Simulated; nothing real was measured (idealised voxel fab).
voxel transistor to metal: a process module
Xsec cut, 150 nm wide, square cell size 5 nm.
Notation: cross-section as square-cell grid; stated in bands, top first, going down; one or more cell rows per band.
In this notation a band is specified by the heights of its top and bottom, in that order and in nm, after which its materials appear from left to right, each paired with its width in nm. The word "full width" attached to a single material means that material fills the band from edge to edge; the word "air" stands for empty space.
Convention: height 0 is the level below which the wafer, as received, is all one material. The lowest band does not terminate at the bottom but continues downward, represented as "0..down".
A two-number width, for instance "30 to 40", indicates that the width is equal to the first number in the top row of the band and to the second number in the bottom row, and that it changes by a constant amount per row of cells.
Where a step carries "nothing was modified", the cross-section came out of it unchanged, cell for cell.
The entry "Sealed internal cavities" lists the empty spaces that cover at least 8 cells and have no open path to the top. Each is written as width x height at distance, where the distance is measured from the left edge and all three values are in nm.
Whatever follows a step's settings on its line is a remark the simulator itself makes about that step.
overlay nm, on a step with a mask: how far to the right of its planned place the mask lay; to the left if negative

Process steps (planned)
1,RECEIVE with material Si
2,OXIDIZE with depth nm 5
3,CONFORMAL_DEP with material SiN, thk nm 15
4,PATTERN with tone cover, mask id ACTIVE, material resist, width nm 115, thk nm 15, overlay nm 0
5,DIRECTIONAL_ETCH with etch materials SiN, depth nm 15
6,DIRECTIONAL_ETCH with etch materials SiO2, depth nm 5
7,DIRECTIONAL_ETCH with etch materials Si, depth nm 35
8,STRIP with etch materials resist
9,FILL_DEP with material SiO2, thk nm 15
10,CMP with height nm 15
11,SELECTIVE_ETCH with etch materials SiO2, depth nm 5
12,STRIP with etch materials SiN
13,SELECTIVE_ETCH with etch materials SiO2, depth nm 5
14,OXIDIZE with depth nm 5
15,DIRECTIONAL_DEP with material polySi, thk nm 30
16,DIRECTIONAL_DEP with material SiCN, thk nm 15
17,DIRECTIONAL_DEP with material aC, thk nm 15
18,PATTERN with tone cover, mask id GATE, material resist, width nm 35, thk nm 35, overlay nm 0
19,DIRECTIONAL_ETCH with etch materials aC, depth nm 15
20,STRIP with etch materials resist
21,DIRECTIONAL_ETCH with etch materials SiCN, depth nm 25
22,DIRECTIONAL_ETCH with etch materials polySi, depth nm 40
23,STRIP with etch materials aC
24,CONFORMAL_DEP with material SiO2, thk nm 5
25,DIRECTIONAL_ETCH with etch materials SiO2, depth nm 5
26,CONFORMAL_DEP with material SiN, thk nm 5
27,DIRECTIONAL_ETCH with etch materials SiN, depth nm 5
28,DIRECTIONAL_ETCH with etch materials SiO2, depth nm 5
29,DIRECTIONAL_ETCH with etch materials Si, depth nm 5
30,EPI with material nSi, thk nm 5
31,FILL_DEP with material SiO2, thk nm 5
32,CMP with height nm 25
33,STRIP with etch materials polySi
34,SELECTIVE_ETCH with etch materials SiO2, depth nm 5
35,CONFORMAL_DEP with material HfO2, thk nm 5
36,CONFORMAL_DEP with material TiN, thk nm 5
37,FILL_DEP with material W, thk nm 5
38,CMP with height nm 20
39,DIRECTIONAL_DEP with material SiO2, thk nm 10
40,MASKED_ETCH with tone open, mask id CONTACT, width nm 15, pitch nm 90, etch materials SiO2, depth nm 40, overlay nm 0
41,CONFORMAL_DEP with material TiN, thk nm 5
42,FILL_DEP with material W, thk nm 10
43,CMP with height nm 30
44,CONFORMAL_DEP with material SiCN, thk nm 5
45,DIRECTIONAL_DEP with material lowk, thk nm 15
46,PATTERN with tone open, mask id METAL_1, material resist, width nm 15, pitch nm 90, thk nm 15, overlay nm 0
47,DIRECTIONAL_ETCH with etch materials lowk, depth nm 15
48,DIRECTIONAL_ETCH with etch materials SiCN, depth nm 5
49,STRIP with etch materials resist
50,CONFORMAL_DEP with material TiN, thk nm 5
51,FILL_DEP with material W, thk nm 5
52,CMP with height nm 50
53,EPI with material Ru, thk nm 5
54,FILL_DEP with material SiCN, thk nm 5
55,DIRECTIONAL_DEP with material SiO2, thk nm 30
56,DIRECTIONAL_DEP with material aC, thk nm 15
57,PATTERN with tone open, mask id METAL_2, material resist, width nm 15, pitch nm 90, thk nm 35, overlay nm 0
58,DIRECTIONAL_ETCH with etch materials aC, depth nm 15
59,STRIP with etch materials resist
60,DIRECTIONAL_ETCH with etch materials SiO2, depth nm 15
61,STRIP with etch materials aC
62,MASKED_ETCH with tone open, mask id METAL_2_HOLES, width nm 15, pitch nm 90, etch materials SiO2, depth nm 15, overlay nm 0
63,MASKED_ETCH with tone open, mask id METAL_2_HOLES, width nm 15, pitch nm 90, etch materials SiCN, depth nm 5, overlay nm 0
64,CONFORMAL_DEP with material TiN, thk nm 5
65,FILL_DEP with material Cu, thk nm 10
66,CMP with height nm 90
67,CONFORMAL_DEP with material SiCN, thk nm 5

Run as planned: first of two wafers

Incoming wafer, cross-sectional view, post step 1
	0..down | Si full width
	Sealed internal cavities: none

Cross-section of the wafer after step 2
	0..-5 | SiO2 full width
	Below a height of -5, the structure has not been altered.

Cross-section of the wafer after step 3
	15..0 | SiN full width
	Below a height of 0, the structure has not been altered.

Cross-section of the wafer after step 4
	30..15 | air=15 / resist=115 / air=20
	Below a height of 15, the structure has not been altered.

Cross-section of the wafer after step 5
	30..15 | air=15 / resist=115 / air=20
	15..0 | air=15 / SiN=115 / air=20
	Below a height of 0, the structure has not been altered.

Cross-section of the wafer after step 6
	30..15 | air=15 / resist=115 / air=20
	15..0 | air=15 / SiN=115 / air=20
	0..-5 | air=15 / SiO2=115 / air=20
	Below a height of -5, the structure has not been altered.

Cross-section of the wafer after step 7
	30..15 | air=15 / resist=115 / air=20
	15..0 | air=15 / SiN=115 / air=20
	0..-5 | air=15 / SiO2=115 / air=20
	-5..-40 | air=15 / Si=115 / air=20
	Below a height of -40, the structure has not been altered.

Cross-section of the wafer after step 8
	15..0 | air=15 / SiN=115 / air=20
	Below a height of 0, the structure has not been altered.

Cross-section of the wafer after step 9
	30..15 | SiO2 full width
	15..0 | SiO2=15 / SiN=115 / SiO2=20
	0..-5 | SiO2 full width
	-5..-40 | SiO2=15 / Si=115 / SiO2=20
	Below a height of -40, the structure has not been altered.

Cross-section of the wafer after step 10
	15..0 | SiO2=15 / SiN=115 / SiO2=20
	Below a height of 0, the structure has not been altered.

Cross-section of the wafer after step 11
	15..10 | air=15 / SiN=115 / air=20
	Below a height of 10, the structure has not been altered.

Cross-section of the wafer after step 12
	10..0 | SiO2=15 / air=115 / SiO2=20
	Below a height of 0, the structure has not been altered.

Cross-section of the wafer after step 13
	5..-5 | SiO2=10 / air=125 / SiO2=15
	Below a height of -5, the structure has not been altered.

Cross-section of the wafer after step 14
	5..-5 | SiO2=10 / air=125 / SiO2=15
	-5..-10 | SiO2 full width
	Below a height of -10, the structure has not been altered.

Cross-section of the wafer after step 15
	35..25 | polySi=10 / air=125 / polySi=15
	25..5 | polySi full width
	5..-5 | SiO2=10 / polySi=125 / SiO2=15
	Below a height of -5, the structure has not been altered.

Cross-section of the wafer after step 16
	50..40 | SiCN=10 / air=125 / SiCN=15
	40..35 | SiCN full width
	35..25 | polySi=10 / SiCN=125 / polySi=15
	Below a height of 25, the structure has not been altered.

Cross-section of the wafer after step 17
	65..55 | aC=10 / air=125 / aC=15
	55..50 | aC full width
	50..40 | SiCN=10 / aC=125 / SiCN=15
	Below a height of 40, the structure has not been altered.

Cross-section of the wafer after step 18
	100..65 | air=55 / resist=35 / air=60
	65..55 | aC=10 / air=45 / resist=35 / air=45 / aC=15
	Below a height of 55, the structure has not been altered.

Cross-section of the wafer after step 19
	85..55 | air=55 / resist=35 / air=60
	55..50 | air=55 / aC=35 / air=60
	50..40 | SiCN=10 / air=45 / aC=35 / air=45 / SiCN=15
	Below a height of 40, the structure has not been altered.

Cross-section of the wafer after step 20
	55..50 | air=55 / aC=35 / air=60
	Below a height of 50, the structure has not been altered.

Cross-section of the wafer after step 21
	55..40 | air=55 / aC=35 / air=60
	40..35 | air=55 / SiCN=35 / air=60
	35..25 | polySi=10 / air=45 / SiCN=35 / air=45 / polySi=15
	Below a height of 25, the structure has not been altered.

Cross-section of the wafer after step 22
	55..40 | air=55 / aC=35 / air=60
	40..25 | air=55 / SiCN=35 / air=60
	25..5 | air=55 / polySi=35 / air=60
	5..-5 | SiO2=10 / air=45 / polySi=35 / air=45 / SiO2=15
	Below a height of -5, the structure has not been altered.

Cross-section of the wafer after step 23
	40..25 | air=55 / SiCN=35 / air=60
	Below a height of 25, the structure has not been altered.

Cross-section of the wafer after step 24
	45..40 | air=50 / SiO2=45 / air=55
	40..25 | air=50 / SiO2=5 / SiCN=35 / SiO2=5 / air=55
	25..10 | air=50 / SiO2=5 / polySi=35 / SiO2=5 / air=55
	10..0 | SiO2=15 / air=35 / SiO2=5 / polySi=35 / SiO2=5 / air=35 / SiO2=20
	0..-5 | SiO2=55 / polySi=35 / SiO2=60
	Below a height of -5, the structure has not been altered.

Cross-section of the wafer after step 25
	40..25 | air=50 / SiO2=5 / SiCN=35 / SiO2=5 / air=55
	25..5 | air=50 / SiO2=5 / polySi=35 / SiO2=5 / air=55
	5..-5 | SiO2=15 / air=35 / SiO2=5 / polySi=35 / SiO2=5 / air=35 / SiO2=20
	Below a height of -5, the structure has not been altered.

Cross-section of the wafer after step 26
	45..40 | air=45 / SiN=55 / air=50
	40..25 | air=45 / SiN=5 / SiO2=5 / SiCN=35 / SiO2=5 / SiN=5 / air=50
	25..10 | air=45 / SiN=5 / SiO2=5 / polySi=35 / SiO2=5 / SiN=5 / air=50
	10..5 | SiN=20 / air=25 / SiN=5 / SiO2=5 / polySi=35 / SiO2=5 / SiN=5 / air=25 / SiN=25
	5..0 | SiO2=15 / SiN=5 / air=25 / SiN=5 / SiO2=5 / polySi=35 / SiO2=5 / SiN=5 / air=25 / SiN=5 / SiO2=20
	0..-5 | SiO2=15 / SiN=35 / SiO2=5 / polySi=35 / SiO2=5 / SiN=35 / SiO2=20
	Below a height of -5, the structure has not been altered.

Cross-section of the wafer after step 27
	40..25 | air=45 / SiN=5 / SiO2=5 / SiCN=35 / SiO2=5 / SiN=5 / air=50
	25..5 | air=45 / SiN=5 / SiO2=5 / polySi=35 / SiO2=5 / SiN=5 / air=50
	5..-5 | SiO2=15 / SiN=5 / air=25 / SiN=5 / SiO2=5 / polySi=35 / SiO2=5 / SiN=5 / air=25 / SiN=5 / SiO2=20
	Below a height of -5, the structure has not been altered.

Cross-section of the wafer after step 28
	40..35 | air=45 / SiN=5 / air=5 / SiCN=35 / air=5 / SiN=5 / air=50
	35..25 | air=45 / SiN=5 / SiO2=5 / SiCN=35 / SiO2=5 / SiN=5 / air=50
	25..5 | air=45 / SiN=5 / SiO2=5 / polySi=35 / SiO2=5 / SiN=5 / air=50
	5..0 | air=15 / SiN=5 / air=25 / SiN=5 / SiO2=5 / polySi=35 / SiO2=5 / SiN=5 / air=25 / SiN=5 / air=20
	0..-5 | SiO2=15 / SiN=5 / air=25 / SiN=5 / SiO2=5 / polySi=35 / SiO2=5 / SiN=5 / air=25 / SiN=5 / SiO2=20
	-5..-10 | SiO2=20 / air=25 / SiO2=55 / air=25 / SiO2=25
	Below a height of -10, the structure has not been altered.

Cross-section of the wafer after step 29
	40..35 | air=45 / SiN=5 / air=5 / SiCN=35 / air=5 / SiN=5 / air=50
	35..25 | air=45 / SiN=5 / SiO2=5 / SiCN=35 / SiO2=5 / SiN=5 / air=50
	25..5 | air=45 / SiN=5 / SiO2=5 / polySi=35 / SiO2=5 / SiN=5 / air=50
	5..0 | air=15 / SiN=5 / air=25 / SiN=5 / SiO2=5 / polySi=35 / SiO2=5 / SiN=5 / air=25 / SiN=5 / air=20
	0..-5 | SiO2=15 / SiN=5 / air=25 / SiN=5 / SiO2=5 / polySi=35 / SiO2=5 / SiN=5 / air=25 / SiN=5 / SiO2=20
	-5..-10 | SiO2=20 / air=25 / SiO2=55 / air=25 / SiO2=25
	-10..-15 | SiO2=15 / Si=5 / air=25 / Si=55 / air=25 / Si=5 / SiO2=20
	Below a height of -15, the structure has not been altered.

Cross-section of the wafer after step 30
	40..35 | air=45 / SiN=5 / air=5 / SiCN=35 / air=5 / SiN=5 / air=50
	35..25 | air=45 / SiN=5 / SiO2=5 / SiCN=35 / SiO2=5 / SiN=5 / air=50
	25..5 | air=45 / SiN=5 / SiO2=5 / polySi=35 / SiO2=5 / SiN=5 / air=50
	5..0 | air=15 / SiN=5 / air=25 / SiN=5 / SiO2=5 / polySi=35 / SiO2=5 / SiN=5 / air=25 / SiN=5 / air=20
	0..-5 | SiO2=15 / SiN=5 / air=25 / SiN=5 / SiO2=5 / polySi=35 / SiO2=5 / SiN=5 / air=25 / SiN=5 / SiO2=20
	-5..-10 | SiO2=20 / nSi=5 / air=15 / nSi=5 / SiO2=55 / nSi=5 / air=15 / nSi=5 / SiO2=25
	-10..-15 | SiO2=15 / Si=5 / nSi=25 / Si=55 / nSi=25 / Si=5 / SiO2=20
	Below a height of -15, the structure has not been altered.

Cross-section of the wafer after step 31
	45..40 | SiO2 full width
	40..25 | SiO2=45 / SiN=5 / SiO2=5 / SiCN=35 / SiO2=5 / SiN=5 / SiO2=50
	25..5 | SiO2=45 / SiN=5 / SiO2=5 / polySi=35 / SiO2=5 / SiN=5 / SiO2=50
	5..-5 | SiO2=15 / SiN=5 / SiO2=25 / SiN=5 / SiO2=5 / polySi=35 / SiO2=5 / SiN=5 / SiO2=25 / SiN=5 / SiO2=20
	-5..-10 | SiO2=20 / nSi=5 / SiO2=15 / nSi=5 / SiO2=55 / nSi=5 / SiO2=15 / nSi=5 / SiO2=25
	Below a height of -10, the structure has not been altered.

Cross-section of the wafer after step 32
	25..5 | SiO2=45 / SiN=5 / SiO2=5 / polySi=35 / SiO2=5 / SiN=5 / SiO2=50
	Below a height of 5, the structure has not been altered.

Cross-section of the wafer after step 33
	25..5 | SiO2=45 / SiN=5 / SiO2=5 / air=35 / SiO2=5 / SiN=5 / SiO2=50
	5..-5 | SiO2=15 / SiN=5 / SiO2=25 / SiN=5 / SiO2=5 / air=35 / SiO2=5 / SiN=5 / SiO2=25 / SiN=5 / SiO2=20
	Below a height of -5, the structure has not been altered.

Cross-section of the wafer after step 34
	25..20 | air=45 / SiN=5 / air=45 / SiN=5 / air=50
	20..5 | SiO2=45 / SiN=5 / air=45 / SiN=5 / SiO2=50
	5..-5 | SiO2=15 / SiN=5 / SiO2=25 / SiN=5 / air=45 / SiN=5 / SiO2=25 / SiN=5 / SiO2=20
	-5..-10 | SiO2=20 / nSi=5 / SiO2=15 / nSi=5 / SiO2=5 / air=45 / SiO2=5 / nSi=5 / SiO2=15 / nSi=5 / SiO2=25
	Below a height of -10, the structure has not been altered.

Cross-section of the wafer after step 35
	30..25 | air=40 / HfO2=15 / air=35 / HfO2=15 / air=45
	25..20 | HfO2=45 / SiN=5 / HfO2=5 / air=35 / HfO2=5 / SiN=5 / HfO2=50
	20..5 | SiO2=45 / SiN=5 / HfO2=5 / air=35 / HfO2=5 / SiN=5 / SiO2=50
	5..-5 | SiO2=15 / SiN=5 / SiO2=25 / SiN=5 / HfO2=5 / air=35 / HfO2=5 / SiN=5 / SiO2=25 / SiN=5 / SiO2=20
	-5..-10 | SiO2=20 / nSi=5 / SiO2=15 / nSi=5 / SiO2=5 / HfO2=45 / SiO2=5 / nSi=5 / SiO2=15 / nSi=5 / SiO2=25
	Below a height of -10, the structure has not been altered.

Cross-section of the wafer after step 36
	35..30 | air=35 / TiN=25 / air=25 / TiN=25 / air=40
	30..25 | TiN=40 / HfO2=15 / TiN=5 / air=25 / TiN=5 / HfO2=15 / TiN=45
	25..20 | HfO2=45 / SiN=5 / HfO2=5 / TiN=5 / air=25 / TiN=5 / HfO2=5 / SiN=5 / HfO2=50
	20..5 | SiO2=45 / SiN=5 / HfO2=5 / TiN=5 / air=25 / TiN=5 / HfO2=5 / SiN=5 / SiO2=50
	5..0 | SiO2=15 / SiN=5 / SiO2=25 / SiN=5 / HfO2=5 / TiN=5 / air=25 / TiN=5 / HfO2=5 / SiN=5 / SiO2=25 / SiN=5 / SiO2=20
	0..-5 | SiO2=15 / SiN=5 / SiO2=25 / SiN=5 / HfO2=5 / TiN=35 / HfO2=5 / SiN=5 / SiO2=25 / SiN=5 / SiO2=20
	Below a height of -5, the structure has not been altered.

Cross-section of the wafer after step 37
	40..35 | W full width
	35..30 | W=35 / TiN=25 / W=25 / TiN=25 / W=40
	30..25 | TiN=40 / HfO2=15 / TiN=5 / W=25 / TiN=5 / HfO2=15 / TiN=45
	25..20 | HfO2=45 / SiN=5 / HfO2=5 / TiN=5 / W=25 / TiN=5 / HfO2=5 / SiN=5 / HfO2=50
	20..5 | SiO2=45 / SiN=5 / HfO2=5 / TiN=5 / W=25 / TiN=5 / HfO2=5 / SiN=5 / SiO2=50
	5..0 | SiO2=15 / SiN=5 / SiO2=25 / SiN=5 / HfO2=5 / TiN=5 / W=25 / TiN=5 / HfO2=5 / SiN=5 / SiO2=25 / SiN=5 / SiO2=20
	Below a height of 0, the structure has not been altered.

Cross-section of the wafer after step 38
	20..5 | SiO2=45 / SiN=5 / HfO2=5 / TiN=5 / W=25 / TiN=5 / HfO2=5 / SiN=5 / SiO2=50
	Below a height of 5, the structure has not been altered.

Cross-section of the wafer after step 39
	30..20 | SiO2 full width
	Below a height of 20, the structure has not been altered.

Cross-section of the wafer after step 40
	30..20 | SiO2=20 / air=15 / SiO2=75 / air=15 / SiO2=25
	20..5 | SiO2=20 / air=15 / SiO2=10 / SiN=5 / HfO2=5 / TiN=5 / W=25 / TiN=5 / HfO2=5 / SiN=5 / SiO2=10 / air=15 / SiO2=25
	5..0 | SiO2=15 / SiN=5 / air=15 / SiO2=10 / SiN=5 / HfO2=5 / TiN=5 / W=25 / TiN=5 / HfO2=5 / SiN=5 / SiO2=10 / air=15 / SiN=5 / SiO2=20
	0..-5 | SiO2=15 / SiN=5 / air=15 / SiO2=10 / SiN=5 / HfO2=5 / TiN=35 / HfO2=5 / SiN=5 / SiO2=10 / air=15 / SiN=5 / SiO2=20
	-5..-10 | SiO2=20 / nSi=5 / air=10 / SiO2=5 / nSi=5 / SiO2=5 / HfO2=45 / SiO2=5 / nSi=5 / SiO2=5 / air=10 / nSi=5 / SiO2=25
	Below a height of -10, the structure has not been altered.

Cross-section of the wafer after step 41
	35..30 | TiN=25 / air=5 / TiN=85 / air=5 / TiN=30
	30..20 | SiO2=20 / TiN=5 / air=5 / TiN=5 / SiO2=75 / TiN=5 / air=5 / TiN=5 / SiO2=25
	20..5 | SiO2=20 / TiN=5 / air=5 / TiN=5 / SiO2=10 / SiN=5 / HfO2=5 / TiN=5 / W=25 / TiN=5 / HfO2=5 / SiN=5 / SiO2=10 / TiN=5 / air=5 / TiN=5 / SiO2=25
	5..0 | SiO2=15 / SiN=5 / TiN=5 / air=5 / TiN=5 / SiO2=10 / SiN=5 / HfO2=5 / TiN=5 / W=25 / TiN=5 / HfO2=5 / SiN=5 / SiO2=10 / TiN=5 / air=5 / TiN=5 / SiN=5 / SiO2=20
	0..-5 | SiO2=15 / SiN=5 / TiN=15 / SiO2=10 / SiN=5 / HfO2=5 / TiN=35 / HfO2=5 / SiN=5 / SiO2=10 / TiN=15 / SiN=5 / SiO2=20
	-5..-10 | SiO2=20 / nSi=5 / TiN=10 / SiO2=5 / nSi=5 / SiO2=5 / HfO2=45 / SiO2=5 / nSi=5 / SiO2=5 / TiN=10 / nSi=5 / SiO2=25
	Below a height of -10, the structure has not been altered.

Cross-section of the wafer after step 42
	45..35 | W full width
	35..30 | TiN=25 / W=5 / TiN=85 / W=5 / TiN=30
	30..20 | SiO2=20 / TiN=5 / W=5 / TiN=5 / SiO2=75 / TiN=5 / W=5 / TiN=5 / SiO2=25
	20..5 | SiO2=20 / TiN=5 / W=5 / TiN=5 / SiO2=10 / SiN=5 / HfO2=5 / TiN=5 / W=25 / TiN=5 / HfO2=5 / SiN=5 / SiO2=10 / TiN=5 / W=5 / TiN=5 / SiO2=25
	5..0 | SiO2=15 / SiN=5 / TiN=5 / W=5 / TiN=5 / SiO2=10 / SiN=5 / HfO2=5 / TiN=5 / W=25 / TiN=5 / HfO2=5 / SiN=5 / SiO2=10 / TiN=5 / W=5 / TiN=5 / SiN=5 / SiO2=20
	Below a height of 0, the structure has not been altered.

Cross-section of the wafer after step 43
	30..20 | SiO2=20 / TiN=5 / W=5 / TiN=5 / SiO2=75 / TiN=5 / W=5 / TiN=5 / SiO2=25
	Below a height of 20, the structure has not been altered.

Cross-section of the wafer after step 44
	35..30 | SiCN full width
	Below a height of 30, the structure has not been altered.

Cross-section of the wafer after step 45
	50..35 | lowk full width
	Below a height of 35, the structure has not been altered.

Cross-section of the wafer after step 46
	65..50 | resist=20 / air=15 / resist=75 / air=15 / resist=25
	Below a height of 50, the structure has not been altered.

Cross-section of the wafer after step 47
	65..50 | resist=20 / air=15 / resist=75 / air=15 / resist=25
	50..35 | lowk=20 / air=15 / lowk=75 / air=15 / lowk=25
	Below a height of 35, the structure has not been altered.

Cross-section of the wafer after step 48
	65..50 | resist=20 / air=15 / resist=75 / air=15 / resist=25
	50..35 | lowk=20 / air=15 / lowk=75 / air=15 / lowk=25
	35..30 | SiCN=20 / air=15 / SiCN=75 / air=15 / SiCN=25
	Below a height of 30, the structure has not been altered.

Cross-section of the wafer after step 49
	50..35 | lowk=20 / air=15 / lowk=75 / air=15 / lowk=25
	Below a height of 35, the structure has not been altered.

Cross-section of the wafer after step 50
	55..50 | TiN=25 / air=5 / TiN=85 / air=5 / TiN=30
	50..35 | lowk=20 / TiN=5 / air=5 / TiN=5 / lowk=75 / TiN=5 / air=5 / TiN=5 / lowk=25
	35..30 | SiCN=20 / TiN=15 / SiCN=75 / TiN=15 / SiCN=25
	Below a height of 30, the structure has not been altered.

Cross-section of the wafer after step 51
	60..55 | W full width
	55..50 | TiN=25 / W=5 / TiN=85 / W=5 / TiN=30
	50..35 | lowk=20 / TiN=5 / W=5 / TiN=5 / lowk=75 / TiN=5 / W=5 / TiN=5 / lowk=25
	Below a height of 35, the structure has not been altered.

Cross-section of the wafer after step 52
	50..35 | lowk=20 / TiN=5 / W=5 / TiN=5 / lowk=75 / TiN=5 / W=5 / TiN=5 / lowk=25
	Below a height of 35, the structure has not been altered.

Cross-section of the wafer after step 53
	55..50 | air=15 / Ru=25 / air=65 / Ru=25 / air=20
	Below a height of 50, the structure has not been altered.

Cross-section of the wafer after step 54
	60..55 | SiCN full width
	55..50 | SiCN=15 / Ru=25 / SiCN=65 / Ru=25 / SiCN=20
	Below a height of 50, the structure has not been altered.

Cross-section of the wafer after step 55
	90..60 | SiO2 full width
	Below a height of 60, the structure has not been altered.

Cross-section of the wafer after step 56
	105..90 | aC full width
	Below a height of 90, the structure has not been altered.

Cross-section of the wafer after step 57
	140..105 | resist=20 / air=15 / resist=75 / air=15 / resist=25
	Below a height of 105, the structure has not been altered.

Cross-section of the wafer after step 58
	125..105 | resist=20 / air=15 / resist=75 / air=15 / resist=25
	105..90 | aC=20 / air=15 / aC=75 / air=15 / aC=25
	Below a height of 90, the structure has not been altered.

Cross-section of the wafer after step 59
	105..90 | aC=20 / air=15 / aC=75 / air=15 / aC=25
	Below a height of 90, the structure has not been altered.

Cross-section of the wafer after step 60
	105..90 | aC=20 / air=15 / aC=75 / air=15 / aC=25
	90..75 | SiO2=20 / air=15 / SiO2=75 / air=15 / SiO2=25
	Below a height of 75, the structure has not been altered.

Cross-section of the wafer after step 61
	90..75 | SiO2=20 / air=15 / SiO2=75 / air=15 / SiO2=25
	Below a height of 75, the structure has not been altered.

Cross-section of the wafer after step 62
	90..60 | SiO2=20 / air=15 / SiO2=75 / air=15 / SiO2=25
	Below a height of 60, the structure has not been altered.

Cross-section of the wafer after step 63
	90..60 | SiO2=20 / air=15 / SiO2=75 / air=15 / SiO2=25
	60..55 | SiCN=20 / air=15 / SiCN=75 / air=15 / SiCN=25
	Below a height of 55, the structure has not been altered.

Cross-section of the wafer after step 64
	95..90 | TiN=25 / air=5 / TiN=85 / air=5 / TiN=30
	90..60 | SiO2=20 / TiN=5 / air=5 / TiN=5 / SiO2=75 / TiN=5 / air=5 / TiN=5 / SiO2=25
	60..55 | SiCN=20 / TiN=15 / SiCN=75 / TiN=15 / SiCN=25
	Below a height of 55, the structure has not been altered.

Cross-section of the wafer after step 65
	105..95 | Cu full width
	95..90 | TiN=25 / Cu=5 / TiN=85 / Cu=5 / TiN=30
	90..60 | SiO2=20 / TiN=5 / Cu=5 / TiN=5 / SiO2=75 / TiN=5 / Cu=5 / TiN=5 / SiO2=25
	Below a height of 60, the structure has not been altered.

Cross-section of the wafer after step 66
	90..60 | SiO2=20 / TiN=5 / Cu=5 / TiN=5 / SiO2=75 / TiN=5 / Cu=5 / TiN=5 / SiO2=25
	Below a height of 60, the structure has not been altered.

Cross-section of the wafer after step 67
	95..90 | SiCN full width
	Below a height of 90, the structure has not been altered.

Wafer two: like wafer one in start and plan, but with one mistake in execution; identical up to and including step 45

Second wafer shown in cross-section at the time step 46 was slated to end
	65..50 | air=20 / resist=15 / air=75 / resist=15 / air=25
	Below a height of 50, the structure has not been altered.

Second wafer shown in cross-section at the time step 47 was slated to end
	65..50 | air=20 / resist=15 / air=75 / resist=15 / air=25
	50..35 | air=20 / lowk=15 / air=75 / lowk=15 / air=25
	Below a height of 35, the structure has not been altered.

Second wafer shown in cross-section at the time step 48 was slated to end
	65..50 | air=20 / resist=15 / air=75 / resist=15 / air=25
	50..35 | air=20 / lowk=15 / air=75 / lowk=15 / air=25
	35..30 | air=20 / SiCN=15 / air=75 / SiCN=15 / air=25
	Below a height of 30, the structure has not been altered.

Second wafer shown in cross-section at the time step 49 was slated to end
	50..35 | air=20 / lowk=15 / air=75 / lowk=15 / air=25
	Below a height of 35, the structure has not been altered.

Second wafer shown in cross-section at the time step 50 was slated to end
	55..50 | air=15 / TiN=25 / air=65 / TiN=25 / air=20
	50..35 | air=15 / TiN=5 / lowk=15 / TiN=5 / air=65 / TiN=5 / lowk=15 / TiN=5 / air=20
	35..30 | TiN=20 / SiCN=15 / TiN=75 / SiCN=15 / TiN=25
	Below a height of 30, the structure has not been altered.

Second wafer shown in cross-section at the time step 51 was slated to end
	60..55 | W full width
	55..50 | W=15 / TiN=25 / W=65 / TiN=25 / W=20
	50..35 | W=15 / TiN=5 / lowk=15 / TiN=5 / W=65 / TiN=5 / lowk=15 / TiN=5 / W=20
	Below a height of 35, the structure has not been altered.

Second wafer shown in cross-section at the time step 52 was slated to end
	50..35 | W=15 / TiN=5 / lowk=15 / TiN=5 / W=65 / TiN=5 / lowk=15 / TiN=5 / W=20
	Below a height of 35, the structure has not been altered.

Second wafer shown in cross-section at the time step 53 was slated to end
	55..50 | Ru=25 / air=5 / Ru=85 / air=5 / Ru=30
	Below a height of 50, the structure has not been altered.

Second wafer shown in cross-section at the time step 54 was slated to end
	60..55 | SiCN full width
	55..50 | Ru=25 / SiCN=5 / Ru=85 / SiCN=5 / Ru=30
	Below a height of 50, the structure has not been altered.

Second wafer shown in cross-section at the time step 55 was slated to end
	90..60 | SiO2 full width
	Below a height of 60, the structure has not been altered.

Second wafer shown in cross-section at the time step 56 was slated to end
	105..90 | aC full width
	Below a height of 90, the structure has not been altered.

Second wafer shown in cross-section at the time step 57 was slated to end
	140..105 | resist=20 / air=15 / resist=75 / air=15 / resist=25
	Below a height of 105, the structure has not been altered.

Second wafer shown in cross-section at the time step 58 was slated to end
	125..105 | resist=20 / air=15 / resist=75 / air=15 / resist=25
	105..90 | aC=20 / air=15 / aC=75 / air=15 / aC=25
	Below a height of 90, the structure has not been altered.

Second wafer shown in cross-section at the time step 59 was slated to end
	105..90 | aC=20 / air=15 / aC=75 / air=15 / aC=25
	Below a height of 90, the structure has not been altered.

Second wafer shown in cross-section at the time step 60 was slated to end
	105..90 | aC=20 / air=15 / aC=75 / air=15 / aC=25
	90..75 | SiO2=20 / air=15 / SiO2=75 / air=15 / SiO2=25
	Below a height of 75, the structure has not been altered.

Second wafer shown in cross-section at the time step 61 was slated to end
	90..75 | SiO2=20 / air=15 / SiO2=75 / air=15 / SiO2=25
	Below a height of 75, the structure has not been altered.

Second wafer shown in cross-section at the time step 62 was slated to end
	90..60 | SiO2=20 / air=15 / SiO2=75 / air=15 / SiO2=25
	Below a height of 60, the structure has not been altered.

Second wafer shown in cross-section at the time step 63 was slated to end
	90..60 | SiO2=20 / air=15 / SiO2=75 / air=15 / SiO2=25
	60..55 | SiCN=20 / air=15 / SiCN=75 / air=15 / SiCN=25
	Below a height of 55, the structure has not been altered.

Second wafer shown in cross-section at the time step 64 was slated to end
	95..90 | TiN=25 / air=5 / TiN=85 / air=5 / TiN=30
	90..60 | SiO2=20 / TiN=5 / air=5 / TiN=5 / SiO2=75 / TiN=5 / air=5 / TiN=5 / SiO2=25
	60..55 | SiCN=20 / TiN=15 / SiCN=75 / TiN=15 / SiCN=25
	Below a height of 55, the structure has not been altered.

Second wafer shown in cross-section at the time step 65 was slated to end
	105..95 | Cu full width
	95..90 | TiN=25 / Cu=5 / TiN=85 / Cu=5 / TiN=30
	90..60 | SiO2=20 / TiN=5 / Cu=5 / TiN=5 / SiO2=75 / TiN=5 / Cu=5 / TiN=5 / SiO2=25
	Below a height of 60, the structure has not been altered.

Second wafer shown in cross-section at the time step 66 was slated to end
	90..60 | SiO2=20 / TiN=5 / Cu=5 / TiN=5 / SiO2=75 / TiN=5 / Cu=5 / TiN=5 / SiO2=25
	Below a height of 60, the structure has not been altered.

Second wafer shown in cross-section at the time step 67 was slated to end
	95..90 | SiCN full width
	Below a height of 90, the structure has not been altered.
What went wrong in running the wafer? note that step 46 departed from the planned setting and was carried out as PATTERN with tone cover, mask id METAL_1, material resist, width nm 15, pitch nm 90, thk nm 15, overlay nm 0
Heads up, by the end the second wafer has more or fewer cells of some materials compared to the first: +18 Ru; -36 SiCN; +18 TiN; +54 W; -54 lowk
